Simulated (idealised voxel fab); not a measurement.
The following is a process module called voxel wiring stack.
300 nm wide, 5 nm square cells: that's cross-section cut.
How to read a cross-section here: the picture is a grid of square cells, written as bands going from the top down, and any band can span one or more rows of cells. Top height, bottom height, nm. Materials left to right, width each, nm. Single material + "all across" = fills band edge to edge. "air" = empty. Convention: height 0 is the level below which the wafer, as received, is all one material. The lowest band does not terminate at the bottom but continues downward, represented as "0 nm and below". You'd read "30..40" like this: the band's top row of cells is as wide as the first number, its bottom row is as wide as the second, and going down, every row changes width by the same amount as the row before did. "left unchanged" means the step left every cell of the cross-section as it was. Voids not open to the top, 8 cells minimum: see "Enclosed void entries". Written width x height at distance; distance is from the left edge; nm. What comes after the settings on a step's line is commentary from the simulator itself on that step. You can add "overlay nm" to a step's line. For a step with a mask, it describes how far the mask lay to the right of its planned position, and a negative number describes a lay to the left. For the reader: what remains of this document is a series of pairs, each showing a cross-section before one process step and a cross-section after that step which reaches down only to the lowest band that changed, with the step between them and its settings set out under the pair. It should not be assumed that a pair continues from the pair above it; the pairs can come from different runs of this module on the same starting wafer, and such continuity exists only where the entry headed "Status before step" says so.
Status before step
45 nm to 35 nm = 80 of aC  30 of air  25 of aC  30 of air  25 of aC  30 of air  80 of aC
35 nm to 5 nm = SiO2 all across
5 nm to 0 nm = SiN all across
0 nm and below = Si all across
Enclosed void entries: none
Sectional Result
45 nm to 35 nm = 80 of aC  30 of air  25 of aC  30 of air  25 of aC  30 of air  80 of aC
35 nm to 20 nm = 80 of SiO2  30 of air  25 of SiO2  30 of air  25 of SiO2  30 of air  80 of SiO2
Under the height 20 nothing was changed.
Enclosed void entries: none
Going from one cross-section above to the next, the wafer undergoes DIRECTIONAL_ETCH with etch materials SiO2, depth nm 15
Status before step: per the after cross-section of the pair just above.
Sectional Result
35 nm to 20 nm = 80 of SiO2  30 of air  25 of SiO2  30 of air  25 of SiO2  30 of air  80 of SiO2
Under the height 20 nothing was changed.
Enclosed void entries: none
Going from one cross-section above to the next, the wafer undergoes STRIP with etch materials aC
Status before step: per the after cross-section of the pair just above.
Sectional Result
40 nm to 35 nm = 85 of TiN  20 of air  35 of TiN  20 of air  35 of TiN  20 of air  85 of TiN
35 nm to 25 nm = 80 of SiO2  5 of TiN  20 of air  5 of TiN  25 of SiO2  5 of TiN  20 of air  5 of TiN  25 of SiO2  5 of TiN  20 of air  5 of TiN  80 of SiO2
25 nm to 20 nm = 80 of SiO2  30 of TiN  25 of SiO2  30 of TiN  25 of SiO2  30 of TiN  80 of SiO2
Under the height 20 nothing was changed.
Enclosed void entries: none
Going from one cross-section above to the next, the wafer undergoes CONFORMAL_DEP with material TiN, thk nm 5
Status before step: per the after cross-section of the pair just above.
Sectional Result
50 nm to 40 nm = Ru all across
40 nm to 35 nm = 85 of TiN  20 of Ru  35 of TiN  20 of Ru  35 of TiN  20 of Ru  85 of TiN
35 nm to 25 nm = 80 of SiO2  5 of TiN  20 of Ru  5 of TiN  25 of SiO2  5 of TiN  20 of Ru  5 of TiN  25 of SiO2  5 of TiN  20 of Ru  5 of TiN  80 of SiO2
Under the height 25 nothing was changed.
Enclosed void entries: none
Going from one cross-section above to the next, the wafer undergoes FILL_DEP with material Ru, thk nm 10
Status before step: per the after cross-section of the pair just above.
Sectional Result
35 nm to 25 nm = 80 of SiO2  5 of TiN  20 of Ru  5 of TiN  25 of SiO2  5 of TiN  20 of Ru  5 of TiN  25 of SiO2  5 of TiN  20 of Ru  5 of TiN  80 of SiO2
Under the height 25 nothing was changed.
Enclosed void entries: none
Going from one cross-section above to the next, the wafer undergoes CMP with height nm 35
Status before step: per the after cross-section of the pair just above.
Sectional Result
40 nm to 35 nm = SiCN all across
Under the height 35 nothing was changed.
Enclosed void entries: none
Going from one cross-section above to the next, the wafer undergoes CONFORMAL_DEP with material SiCN, thk nm 5
Status before step: per the after cross-section of the pair just above.
Sectional Result
70 nm to 40 nm = lowk all across
Under the height 40 nothing was changed.
Enclosed void entries: none
Going from one cross-section above to the next, the wafer undergoes DIRECTIONAL_DEP with material lowk, thk nm 30
Status before step: per the after cross-section of the pair just above.
Sectional Result
90 nm to 70 nm = 80 of resist  30 of air  25 of resist  30 of air  25 of resist  30 of air  80 of resist
Under the height 70 nothing was changed.
Enclosed void entries: none
Going from one cross-section above to the next, the wafer undergoes PATTERN with tone open, mask id METAL_2, material resist, width nm 30, pitch nm 55, thk nm 20, overlay nm 0
Status before step: per the after cross-section of the pair just above.
Sectional Result
90 nm to 70 nm = 80 of resist  30 of air  25 of resist  30 of air  25 of resist  30 of air  80 of resist
70 nm to 50 nm = 80 of lowk  30 of air  25 of lowk  30 of air  25 of lowk  30 of air  80 of lowk
Under the height 50 nothing was changed.
Enclosed void entries: none
Going from one cross-section above to the next, the wafer undergoes DIRECTIONAL_ETCH with etch materials lowk, depth nm 20
Status before step: per the after cross-section of the pair just above.
Sectional Result
70 nm to 50 nm = 80 of lowk  30 of air  25 of lowk  30 of air  25 of lowk  30 of air  80 of lowk
Under the height 50 nothing was changed.
Enclosed void entries: none
Going from one cross-section above to the next, the wafer undergoes STRIP with etch materials resist
Status before step: per the after cross-section of the pair just above.
Sectional Result
70 nm to 50 nm = 80 of lowk  30 of air  25 of lowk  30 of air  25 of lowk  30 of air  80 of lowk
50 nm to 40 nm = 80 of lowk  15 of air  40 of lowk  15 of air  40 of lowk  15 of air  95 of lowk
Under the height 40 nothing was changed.
Enclosed void entries: none
Going from one cross-section above to the next, the wafer undergoes MASKED_ETCH with tone open, mask id METAL_2_HOLES, width nm 15, pitch nm 55, etch materials lowk, depth nm 10, overlay nm 0
Status before step: per the after cross-section of the pair just above.
Sectional Result
70 nm to 50 nm = 80 of lowk  30 of air  25 of lowk  30 of air  25 of lowk  30 of air  80 of lowk
50 nm to 40 nm = 80 of lowk  15 of air  40 of lowk  15 of air  40 of lowk  15 of air  95 of lowk
40 nm to 35 nm = 80 of SiCN  15 of air  40 of SiCN  15 of air  40 of SiCN  15 of air  95 of SiCN
Under the height 35 nothing was changed.
Enclosed void entries: none
Going from one cross-section above to the next, the wafer undergoes MASKED_ETCH with tone open, mask id METAL_2_HOLES, width nm 15, pitch nm 55, etch materials SiCN, depth nm 5, overlay nm 0
Status before step: per the after cross-section of the pair just above.
Sectional Result
75 nm to 70 nm = 85 of TiN  20 of air  35 of TiN  20 of air  35 of TiN  20 of air  85 of TiN
70 nm to 55 nm = 80 of lowk  5 of TiN  20 of air  5 of TiN  25 of lowk  5 of TiN  20 of air  5 of TiN  25 of lowk  5 of TiN  20 of air  5 of TiN  80 of lowk
55 nm to 50 nm = 80 of lowk  5 of TiN  5 of air  20 of TiN  25 of lowk  5 of TiN  5 of air  20 of TiN  25 of lowk  5 of TiN  5 of air  20 of TiN  80 of lowk
50 nm to 40 nm = 80 of lowk  5 of TiN  5 of air  5 of TiN  40 of lowk  5 of TiN  5 of air  5 of TiN  40 of lowk  5 of TiN  5 of air  5 of TiN  95 of lowk
40 nm to 35 nm = 80 of SiCN  15 of TiN  40 of SiCN  15 of TiN  40 of SiCN  15 of TiN  95 of SiCN
Under the height 35 nothing was changed.
Enclosed void entries: none
Going from one cross-section above to the next, the wafer undergoes CONFORMAL_DEP with material TiN, thk nm 5
Status before step: per the after cross-section of the pair just above.
Sectional Result
85 nm to 75 nm = Cu all across
75 nm to 70 nm = 85 of TiN  20 of Cu  35 of TiN  20 of Cu  35 of TiN  20 of Cu  85 of TiN
70 nm to 55 nm = 80 of lowk  5 of TiN  20 of Cu  5 of TiN  25 of lowk  5 of TiN  20 of Cu  5 of TiN  25 of lowk  5 of TiN  20 of Cu  5 of TiN  80 of lowk
55 nm to 50 nm = 80 of lowk  5 of TiN  5 of Cu  20 of TiN  25 of lowk  5 of TiN  5 of Cu  20 of TiN  25 of lowk  5 of TiN  5 of Cu  20 of TiN  80 of lowk
50 nm to 40 nm = 80 of lowk  5 of TiN  5 of Cu  5 of TiN  40 of lowk  5 of TiN  5 of Cu  5 of TiN  40 of lowk  5 of TiN  5 of Cu  5 of TiN  95 of lowk
Under the height 40 nothing was changed.
Enclosed void entries: none
Going from one cross-section above to the next, the wafer undergoes FILL_DEP with material Cu, thk nm 10
Status before step: per the after cross-section of the pair just above.
Sectional Result
70 nm to 55 nm = 80 of lowk  5 of TiN  20 of Cu  5 of TiN  25 of lowk  5 of TiN  20 of Cu  5 of TiN  25 of lowk  5 of TiN  20 of Cu  5 of TiN  80 of lowk
Under the height 55 nothing was changed.
Enclosed void entries: none
Going from one cross-section above to the next, the wafer undergoes CMP with height nm 70
Status before step: per the after cross-section of the pair just above.
Sectional Result
75 nm to 70 nm = SiCN all across
Under the height 70 nothing was changed.
Enclosed void entries: none
Going from one cross-section above to the next, the wafer undergoes CONFORMAL_DEP with material SiCN, thk nm 5
Status before step: per the after cross-section of the pair just above.
Sectional Result
105 nm to 75 nm = SiO2 all across
Under the height 75 nothing was changed.
Enclosed void entries: none
Going from one cross-section above to the next, the wafer undergoes DIRECTIONAL_DEP with material SiO2, thk nm 30
Status before step: per the after cross-section of the pair just above.
Sectional Result
105 nm to 75 nm = 80 of SiO2  15 of air  40 of SiO2  15 of air  40 of SiO2  15 of air  95 of SiO2
Under the height 75 nothing was changed.
Enclosed void entries: none
Going from one cross-section above to the next, the wafer undergoes MASKED_ETCH with tone open, mask id METAL_3_HOLES, width nm 15, pitch nm 55, etch materials SiO2, depth nm 30, overlay nm 0
Status before step: per the after cross-section of the pair just above.
Sectional Result
105 nm to 85 nm = 80 of SiO2  30 of air  25 of SiO2  30 of air  25 of SiO2  30 of air  80 of SiO2
Under the height 85 nothing was changed.
Enclosed void entries: none
Going from one cross-section above to the next, the wafer undergoes MASKED_ETCH with tone open, mask id METAL_3, width nm 30, pitch nm 55, etch materials SiO2, depth nm 20, overlay nm 0
Status before step: per the after cross-section of the pair just above.
Sectional Result
105 nm to 85 nm = 80 of SiO2  30 of air  25 of SiO2  30 of air  25 of SiO2  30 of air  80 of SiO2
85 nm to 75 nm = 80 of SiO2  15 of air  40 of SiO2  15 of air  40 of SiO2  15 of air  95 of SiO2
75 nm to 70 nm = 80 of SiCN  15 of air  40 of SiCN  15 of air  40 of SiCN  15 of air  95 of SiCN
Under the height 70 nothing was changed.
Enclosed void entries: none
Going from one cross-section above to the next, the wafer undergoes MASKED_ETCH with tone open, mask id METAL_3, width nm 30, pitch nm 55, etch materials SiCN, depth nm 5, overlay nm 0
Status before step: per the after cross-section of the pair just above.
Sectional Result
110 nm to 105 nm = 85 of TiN  20 of air  35 of TiN  20 of air  35 of TiN  20 of air  85 of TiN
105 nm to 90 nm = 80 of SiO2  5 of TiN  20 of air  5 of TiN  25 of SiO2  5 of TiN  20 of air  5 of TiN  25 of SiO2  5 of TiN  20 of air  5 of TiN  80 of SiO2
90 nm to 85 nm = 80 of SiO2  5 of TiN  5 of air  20 of TiN  25 of SiO2  5 of TiN  5 of air  20 of TiN  25 of SiO2  5 of TiN  5 of air  20 of TiN  80 of SiO2
85 nm to 75 nm = 80 of SiO2  5 of TiN  5 of air  5 of TiN  40 of SiO2  5 of TiN  5 of air  5 of TiN  40 of SiO2  5 of TiN  5 of air  5 of TiN  95 of SiO2
75 nm to 70 nm = 80 of SiCN  15 of TiN  40 of SiCN  15 of TiN  40 of SiCN  15 of TiN  95 of SiCN
Under the height 70 nothing was changed.
Enclosed void entries: none
Going from one cross-section above to the next, the wafer undergoes CONFORMAL_DEP with material TiN, thk nm 5
Status before step: per the after cross-section of the pair just above.
Sectional Result
115 nm to 110 nm = Cu all across
110 nm to 105 nm = 85 of TiN  20 of Cu  35 of TiN  20 of Cu  35 of TiN  20 of Cu  85 of TiN
105 nm to 90 nm = 80 of SiO2  5 of TiN  20 of Cu  5 of TiN  25 of SiO2  5 of TiN  20 of Cu  5 of TiN  25 of SiO2  5 of TiN  20 of Cu  5 of TiN  80 of SiO2
90 nm to 85 nm = 80 of SiO2  5 of TiN  5 of Cu  20 of TiN  25 of SiO2  5 of TiN  5 of Cu  20 of TiN  25 of SiO2  5 of TiN  5 of Cu  20 of TiN  80 of SiO2
85 nm to 75 nm = 80 of SiO2  5 of TiN  5 of Cu  5 of TiN  40 of SiO2  5 of TiN  5 of Cu  5 of TiN  40 of SiO2  5 of TiN  5 of Cu  5 of TiN  95 of SiO2
Under the height 75 nothing was changed.
Enclosed void entries: none
Going from one cross-section above to the next, the wafer undergoes FILL_DEP with material Cu, thk nm 5
Status before step: per the after cross-section of the pair just above.
Sectional Result
105 nm to 90 nm = 80 of SiO2  5 of TiN  20 of Cu  5 of TiN  25 of SiO2  5 of TiN  20 of Cu  5 of TiN  25 of SiO2  5 of TiN  20 of Cu  5 of TiN  80 of SiO2
Under the height 90 nothing was changed.
Enclosed void entries: none
Going from one cross-section above to the next, the wafer undergoes CMP with height nm 105
Status before step: per the after cross-section of the pair just above.
Sectional Result
110 nm to 105 nm = SiCN all across
Under the height 105 nothing was changed.
Enclosed void entries: none
Going from one cross-section above to the next, the wafer undergoes CONFORMAL_DEP with material SiCN, thk nm 5
Status before step: per the after cross-section of the pair just above.
Sectional Result
140 nm to 110 nm = lowk all across
Under the height 110 nothing was changed.
Enclosed void entries: none
Going from one cross-section above to the next, the wafer undergoes DIRECTIONAL_DEP with material lowk, thk nm 30
Status before step: per the after cross-section of the pair just above.
Sectional Result
140 nm to 110 nm = 80 of lowk  15 of air  40 of lowk  15 of air  40 of lowk  15 of air  95 of lowk
Under the height 110 nothing was changed.
Enclosed void entries: none
Going from one cross-section above to the next, the wafer undergoes MASKED_ETCH with tone open, mask id METAL_4_HOLES, width nm 15, pitch nm 55, etch materials lowk, depth nm 30, overlay nm 0
Status before step: per the after cross-section of the pair just above.
Sectional Result
150 nm to 140 nm = 80 of aC  15 of air  40 of aC  15 of air  40 of aC  15 of air  95 of aC
140 nm to 120 nm = 80 of lowk  15 of air  40 of lowk  15 of air  40 of lowk  15 of air  95 of lowk
120 nm to 110 nm = 80 of lowk  15 of aC  40 of lowk  15 of aC  40 of lowk  15 of aC  95 of lowk
Under the height 110 nothing was changed.
Enclosed void entries: none
Going from one cross-section above to the next, the wafer undergoes DIRECTIONAL_DEP with material aC, thk nm 10
Status before step: per the after cross-section of the pair just above.
Sectional Result
180 nm to 150 nm = 80 of resist  30 of air  25 of resist  30 of air  25 of resist  30 of air  80 of resist
Under the height 150 nothing was changed.
Enclosed void entries: none
Going from one cross-section above to the next, the wafer undergoes PATTERN with tone open, mask id METAL_4, material resist, width nm 30, pitch nm 55, thk nm 30, overlay nm 0
Status before step: per the after cross-section of the pair just above.
Sectional Result
170 nm to 150 nm = 80 of resist  30 of air  25 of resist  30 of air  25 of resist  30 of air  80 of resist
150 nm to 140 nm = 80 of aC  30 of air  25 of aC  30 of air  25 of aC  30 of air  80 of aC
140 nm to 110 nm = 80 of lowk  15 of air  40 of lowk  15 of air  40 of lowk  15 of air  95 of lowk
Under the height 110 nothing was changed.
Enclosed void entries: none
Going from one cross-section above to the next, the wafer undergoes DIRECTIONAL_ETCH with etch materials aC, depth nm 10
Status before step: per the after cross-section of the pair just above.
Sectional Result
150 nm to 140 nm = 80 of aC  30 of air  25 of aC  30 of air  25 of aC  30 of air  80 of aC
Under the height 140 nothing was changed.
Enclosed void entries: none
Going from one cross-section above to the next, the wafer undergoes STRIP with etch materials resist
Status before step: per the after cross-section of the pair just above.
Sectional Result
150 nm to 140 nm = 80 of aC  30 of air  25 of aC  30 of air  25 of aC  30 of air  80 of aC
140 nm to 120 nm = 80 of lowk  30 of air  25 of lowk  30 of air  25 of lowk  30 of air  80 of lowk
Under the height 120 nothing was changed.
Enclosed void entries: none
Going from one cross-section above to the next, the wafer undergoes DIRECTIONAL_ETCH with etch materials lowk, depth nm 20
Status before step: per the after cross-section of the pair just above.
Sectional Result
150 nm to 140 nm = 80 of aC  30 of air  25 of aC  30 of air  25 of aC  30 of air  80 of aC
140 nm to 120 nm = 80 of lowk  30 of air  25 of lowk  30 of air  25 of lowk  30 of air  80 of lowk
120 nm to 110 nm = 80 of lowk  15 of air  40 of lowk  15 of air  40 of lowk  15 of air  95 of lowk
110 nm to 105 nm = 80 of SiCN  15 of air  40 of SiCN  15 of air  40 of SiCN  15 of air  95 of SiCN
Under the height 105 nothing was changed.
Enclosed void entries: none
Going from one cross-section above to the next, the wafer undergoes DIRECTIONAL_ETCH with etch materials SiCN, depth nm 5
Status before step: per the after cross-section of the pair just above.
Sectional Result
140 nm to 120 nm = 80 of lowk  30 of air  25 of lowk  30 of air  25 of lowk  30 of air  80 of lowk
Under the height 120 nothing was changed.
Enclosed void entries: none
Going from one cross-section above to the next, the wafer undergoes STRIP with etch materials aC
Status before step: per the after cross-section of the pair just above.
Sectional Result
145 nm to 140 nm = 85 of TiN  20 of air  35 of TiN  20 of air  35 of TiN  20 of air  85 of TiN
140 nm to 125 nm = 80 of lowk  5 of TiN  20 of air  5 of TiN  25 of lowk  5 of TiN  20 of air  5 of TiN  25 of lowk  5 of TiN  20 of air  5 of TiN  80 of lowk
125 nm to 120 nm = 80 of lowk  5 of TiN  5 of air  20 of TiN  25 of lowk  5 of TiN  5 of air  20 of TiN  25 of lowk  5 of TiN  5 of air  20 of TiN  80 of lowk
120 nm to 110 nm = 80 of lowk  5 of TiN  5 of air  5 of TiN  40 of lowk  5 of TiN  5 of air  5 of TiN  40 of lowk  5 of TiN  5 of air  5 of TiN  95 of lowk
110 nm to 105 nm = 80 of SiCN  15 of TiN  40 of SiCN  15 of TiN  40 of SiCN  15 of TiN  95 of SiCN
Under the height 105 nothing was changed.
Enclosed void entries: none
Going from one cross-section above to the next, the wafer undergoes CONFORMAL_DEP with material TiN, thk nm 5
Status before step: per the after cross-section of the pair just above.
Sectional Result
150 nm to 145 nm = Cu all across
145 nm to 140 nm = 85 of TiN  20 of Cu  35 of TiN  20 of Cu  35 of TiN  20 of Cu  85 of TiN
140 nm to 125 nm = 80 of lowk  5 of TiN  20 of Cu  5 of TiN  25 of lowk  5 of TiN  20 of Cu  5 of TiN  25 of lowk  5 of TiN  20 of Cu  5 of TiN  80 of lowk
125 nm to 120 nm = 80 of lowk  5 of TiN  5 of Cu  20 of TiN  25 of lowk  5 of TiN  5 of Cu  20 of TiN  25 of lowk  5 of TiN  5 of Cu  20 of TiN  80 of lowk
120 nm to 110 nm = 80 of lowk  5 of TiN  5 of Cu  5 of TiN  40 of lowk  5 of TiN  5 of Cu  5 of TiN  40 of lowk  5 of TiN  5 of Cu  5 of TiN  95 of lowk
Under the height 110 nothing was changed.
Enclosed void entries: none
Going from one cross-section above to the next, the wafer undergoes FILL_DEP with material Cu, thk nm 5
Status before step: per the after cross-section of the pair just above.
Sectional Result
140 nm to 125 nm = 80 of lowk  5 of TiN  20 of Cu  5 of TiN  25 of lowk  5 of TiN  20 of Cu  5 of TiN  25 of lowk  5 of TiN  20 of Cu  5 of TiN  80 of lowk
Under the height 125 nothing was changed.
Enclosed void entries: none
Going from one cross-section above to the next, the wafer undergoes CMP with height nm 140
Status before step: per the after cross-section of the pair just above.
Sectional Result
145 nm to 140 nm = SiN all across
Under the height 140 nothing was changed.
Enclosed void entries: none
Going from one cross-section above to the next, the wafer undergoes CONFORMAL_DEP with material SiN, thk nm 5
Status before step
85 nm to 75 nm = Cu all across
75 nm to 70 nm = 85 of TiN  20 of Cu  35 of TiN  20 of Cu  35 of TiN  20 of Cu  85 of TiN
70 nm to 55 nm = 80 of lowk  5 of TiN  20 of Cu  5 of TiN  25 of lowk  5 of TiN  20 of Cu  5 of TiN  25 of lowk  5 of TiN  20 of Cu  5 of TiN  80 of lowk
55 nm to 50 nm = 80 of lowk  5 of TiN  5 of Cu  20 of TiN  25 of lowk  5 of TiN  5 of Cu  20 of TiN  25 of lowk  5 of TiN  5 of Cu  20 of TiN  80 of lowk
50 nm to 40 nm = 80 of lowk  5 of TiN  5 of Cu  5 of TiN  40 of lowk  5 of TiN  5 of Cu  5 of TiN  40 of lowk  5 of TiN  5 of Cu  5 of TiN  95 of lowk
40 nm to 35 nm = 80 of SiCN  15 of TiN  40 of SiCN  15 of TiN  40 of SiCN  15 of TiN  95 of SiCN
35 nm to 20 nm = 80 of SiO2  5 of TiN  20 of Ru  5 of TiN  25 of SiO2  5 of TiN  20 of Ru  5 of TiN  25 of SiO2  5 of TiN  20 of Ru  5 of TiN  80 of SiO2
20 nm to 15 nm = 80 of SiN  30 of TiN  25 of SiN  30 of TiN  25 of SiN  30 of TiN  80 of SiN
15 nm to 0 nm = SiO2 all across
0 nm and below = Si all across
Enclosed void entries: none
Sectional Result
80 nm to 75 nm = Cu all across
Under the height 75 nothing was changed.
Enclosed void entries: none
Going from one cross-section above to the next, the wafer undergoes CMP with height nm 80
Status before step: per the after cross-section of the pair just above.
Sectional Result
85 nm to 80 nm = SiCN all across
Under the height 80 nothing was changed.
Enclosed void entries: none
Going from one cross-section above to the next, the wafer undergoes CONFORMAL_DEP with material SiCN, thk nm 5
Status before step: per the after cross-section of the pair just above.
Sectional Result
115 nm to 85 nm = SiO2 all across
Under the height 85 nothing was changed.
Enclosed void entries: none
Going from one cross-section above to the next, the wafer undergoes DIRECTIONAL_DEP with material SiO2, thk nm 30
Status before step: per the after cross-section of the pair just above.
Sectional Result
115 nm to 85 nm = 80 of SiO2  15 of air  40 of SiO2  15 of air  40 of SiO2  15 of air  95 of SiO2
Under the height 85 nothing was changed.
Enclosed void entries: none
Going from one cross-section above to the next, the wafer undergoes MASKED_ETCH with tone open, mask id METAL_3_HOLES, width nm 15, pitch nm 55, etch materials SiO2, depth nm 30, overlay nm 0
Status before step: per the after cross-section of the pair just above.
Sectional Result
115 nm to 95 nm = 80 of SiO2  30 of air  25 of SiO2  30 of air  25 of SiO2  30 of air  80 of SiO2
Under the height 95 nothing was changed.
Enclosed void entries: none
Going from one cross-section above to the next, the wafer undergoes MASKED_ETCH with tone open, mask id METAL_3, width nm 30, pitch nm 55, etch materials SiO2, depth nm 20, overlay nm 0
Status before step: per the after cross-section of the pair just above.
Sectional Result
115 nm to 95 nm = 80 of SiO2  30 of air  25 of SiO2  30 of air  25 of SiO2  30 of air  80 of SiO2
95 nm to 85 nm = 80 of SiO2  15 of air  40 of SiO2  15 of air  40 of SiO2  15 of air  95 of SiO2
85 nm to 80 nm = 80 of SiCN  15 of air  40 of SiCN  15 of air  40 of SiCN  15 of air  95 of SiCN
Under the height 80 nothing was changed.
Enclosed void entries: none
Going from one cross-section above to the next, the wafer undergoes MASKED_ETCH with tone open, mask id METAL_3, width nm 30, pitch nm 55, etch materials SiCN, depth nm 5, overlay nm 0
Status before step: per the after cross-section of the pair just above.
Sectional Result
120 nm to 115 nm = 85 of TiN  20 of air  35 of TiN  20 of air  35 of TiN  20 of air  85 of TiN
115 nm to 100 nm = 80 of SiO2  5 of TiN  20 of air  5 of TiN  25 of SiO2  5 of TiN  20 of air  5 of TiN  25 of SiO2  5 of TiN  20 of air  5 of TiN  80 of SiO2
100 nm to 95 nm = 80 of SiO2  5 of TiN  5 of air  20 of TiN  25 of SiO2  5 of TiN  5 of air  20 of TiN  25 of SiO2  5 of TiN  5 of air  20 of TiN  80 of SiO2
95 nm to 85 nm = 80 of SiO2  5 of TiN  5 of air  5 of TiN  40 of SiO2  5 of TiN  5 of air  5 of TiN  40 of SiO2  5 of TiN  5 of air  5 of TiN  95 of SiO2
85 nm to 80 nm = 80 of SiCN  15 of TiN  40 of SiCN  15 of TiN  40 of SiCN  15 of TiN  95 of SiCN
Under the height 80 nothing was changed.
Enclosed void entries: none
Going from one cross-section above to the next, the wafer undergoes CONFORMAL_DEP with material TiN, thk nm 5
Status before step: per the after cross-section of the pair just above.
Sectional Result
125 nm to 120 nm = Cu all across
120 nm to 115 nm = 85 of TiN  20 of Cu  35 of TiN  20 of Cu  35 of TiN  20 of Cu  85 of TiN
115 nm to 100 nm = 80 of SiO2  5 of TiN  20 of Cu  5 of TiN  25 of SiO2  5 of TiN  20 of Cu  5 of TiN  25 of SiO2  5 of TiN  20 of Cu  5 of TiN  80 of SiO2
100 nm to 95 nm = 80 of SiO2  5 of TiN  5 of Cu  20 of TiN  25 of SiO2  5 of TiN  5 of Cu  20 of TiN  25 of SiO2  5 of TiN  5 of Cu  20 of TiN  80 of SiO2
95 nm to 85 nm = 80 of SiO2  5 of TiN  5 of Cu  5 of TiN  40 of SiO2  5 of TiN  5 of Cu  5 of TiN  40 of SiO2  5 of TiN  5 of Cu  5 of TiN  95 of SiO2
Under the height 85 nothing was changed.
Enclosed void entries: none
Going from one cross-section above to the next, the wafer undergoes FILL_DEP with material Cu, thk nm 5
Status before step: per the after cross-section of the pair just above.
Sectional Result
105 nm to 95 nm = 80 of SiO2  5 of TiN  20..5 of Cu  5..20 of TiN  25 of SiO2  5 of TiN  20..5 of Cu  5..20 of TiN  25 of SiO2  5 of TiN  20..5 of Cu  5..20 of TiN  80 of SiO2
Under the height 95 nothing was changed.
Enclosed void entries: none
Going from one cross-section above to the next, the wafer undergoes CMP with height nm 105
Status before step: per the after cross-section of the pair just above.
Sectional Result
110 nm to 105 nm = SiCN all across
Under the height 105 nothing was changed.
Enclosed void entries: none
Going from one cross-section above to the next, the wafer undergoes CONFORMAL_DEP with material SiCN, thk nm 5
Status before step: per the after cross-section of the pair just above.
Sectional Result
140 nm to 110 nm = lowk all across
Under the height 110 nothing was changed.
Enclosed void entries: none
Going from one cross-section above to the next, the wafer undergoes DIRECTIONAL_DEP with material lowk, thk nm 30
Status before step: per the after cross-section of the pair just above.
Sectional Result
140 nm to 110 nm = 80 of lowk  15 of air  40 of lowk  15 of air  40 of lowk  15 of air  95 of lowk
Under the height 110 nothing was changed.
Enclosed void entries: none
Going from one cross-section above to the next, the wafer undergoes MASKED_ETCH with tone open, mask id METAL_4_HOLES, width nm 15, pitch nm 55, etch materials lowk, depth nm 30, overlay nm 0
Status before step: per the after cross-section of the pair just above.
Sectional Result
150 nm to 140 nm = 80 of aC  15 of air  40 of aC  15 of air  40 of aC  15 of air  95 of aC
140 nm to 120 nm = 80 of lowk  15 of air  40 of lowk  15 of air  40 of lowk  15 of air  95 of lowk
120 nm to 110 nm = 80 of lowk  15 of aC  40 of lowk  15 of aC  40 of lowk  15 of aC  95 of lowk
Under the height 110 nothing was changed.
Enclosed void entries: none
Going from one cross-section above to the next, the wafer undergoes DIRECTIONAL_DEP with material aC, thk nm 10
Status before step: per the after cross-section of the pair just above.
Sectional Result
180 nm to 150 nm = 80 of resist  30 of air  25 of resist  30 of air  25 of resist  30 of air  80 of resist
Under the height 150 nothing was changed.
Enclosed void entries: none
Going from one cross-section above to the next, the wafer undergoes PATTERN with tone open, mask id METAL_4, material resist, width nm 30, pitch nm 55, thk nm 30, overlay nm 0
Status before step: per the after cross-section of the pair just above.
Sectional Result
170 nm to 150 nm = 80 of resist  30 of air  25 of resist  30 of air  25 of resist  30 of air  80 of resist
150 nm to 140 nm = 80 of aC  30 of air  25 of aC  30 of air  25 of aC  30 of air  80 of aC
140 nm to 110 nm = 80 of lowk  15 of air  40 of lowk  15 of air  40 of lowk  15 of air  95 of lowk
Under the height 110 nothing was changed.
Enclosed void entries: none
Going from one cross-section above to the next, the wafer undergoes DIRECTIONAL_ETCH with etch materials aC, depth nm 10
Status before step: per the after cross-section of the pair just above.
Sectional Result
150 nm to 140 nm = 80 of aC  30 of air  25 of aC  30 of air  25 of aC  30 of air  80 of aC
Under the height 140 nothing was changed.
Enclosed void entries: none
Going from one cross-section above to the next, the wafer undergoes STRIP with etch materials resist
Status before step: per the after cross-section of the pair just above.
Sectional Result
150 nm to 140 nm = 80 of aC  30 of air  25 of aC  30 of air  25 of aC  30 of air  80 of aC
140 nm to 120 nm = 80 of lowk  30 of air  25 of lowk  30 of air  25 of lowk  30 of air  80 of lowk
Under the height 120 nothing was changed.
Enclosed void entries: none
Going from one cross-section above to the next, the wafer undergoes DIRECTIONAL_ETCH with etch materials lowk, depth nm 20
Status before step: per the after cross-section of the pair just above.
Sectional Result
150 nm to 140 nm = 80 of aC  30 of air  25 of aC  30 of air  25 of aC  30 of air  80 of aC
140 nm to 120 nm = 80 of lowk  30 of air  25 of lowk  30 of air  25 of lowk  30 of air  80 of lowk
120 nm to 110 nm = 80 of lowk  15 of air  40 of lowk  15 of air  40 of lowk  15 of air  95 of lowk
110 nm to 105 nm = 80 of SiCN  15 of air  40 of SiCN  15 of air  40 of SiCN  15 of air  95 of SiCN
Under the height 105 nothing was changed.
Enclosed void entries: none
Going from one cross-section above to the next, the wafer undergoes DIRECTIONAL_ETCH with etch materials SiCN, depth nm 5
Status before step: per the after cross-section of the pair just above.
Sectional Result
140 nm to 120 nm = 80 of lowk  30 of air  25 of lowk  30 of air  25 of lowk  30 of air  80 of lowk
Under the height 120 nothing was changed.
Enclosed void entries: none
Going from one cross-section above to the next, the wafer undergoes STRIP with etch materials aC
Status before step: per the after cross-section of the pair just above.
Sectional Result
145 nm to 140 nm = 85 of TiN  20 of air  35 of TiN  20 of air  35 of TiN  20 of air  85 of TiN
140 nm to 125 nm = 80 of lowk  5 of TiN  20 of air  5 of TiN  25 of lowk  5 of TiN  20 of air  5 of TiN  25 of lowk  5 of TiN  20 of air  5 of TiN  80 of lowk
125 nm to 120 nm = 80 of lowk  5 of TiN  5 of air  20 of TiN  25 of lowk  5 of TiN  5 of air  20 of TiN  25 of lowk  5 of TiN  5 of air  20 of TiN  80 of lowk
120 nm to 110 nm = 80 of lowk  5 of TiN  5 of air  5 of TiN  40 of lowk  5 of TiN  5 of air  5 of TiN  40 of lowk  5 of TiN  5 of air  5 of TiN  95 of lowk
110 nm to 105 nm = 80 of SiCN  15 of TiN  40 of SiCN  15 of TiN  40 of SiCN  15 of TiN  95 of SiCN
Under the height 105 nothing was changed.
Enclosed void entries: none
Going from one cross-section above to the next, the wafer undergoes CONFORMAL_DEP with material TiN, thk nm 5
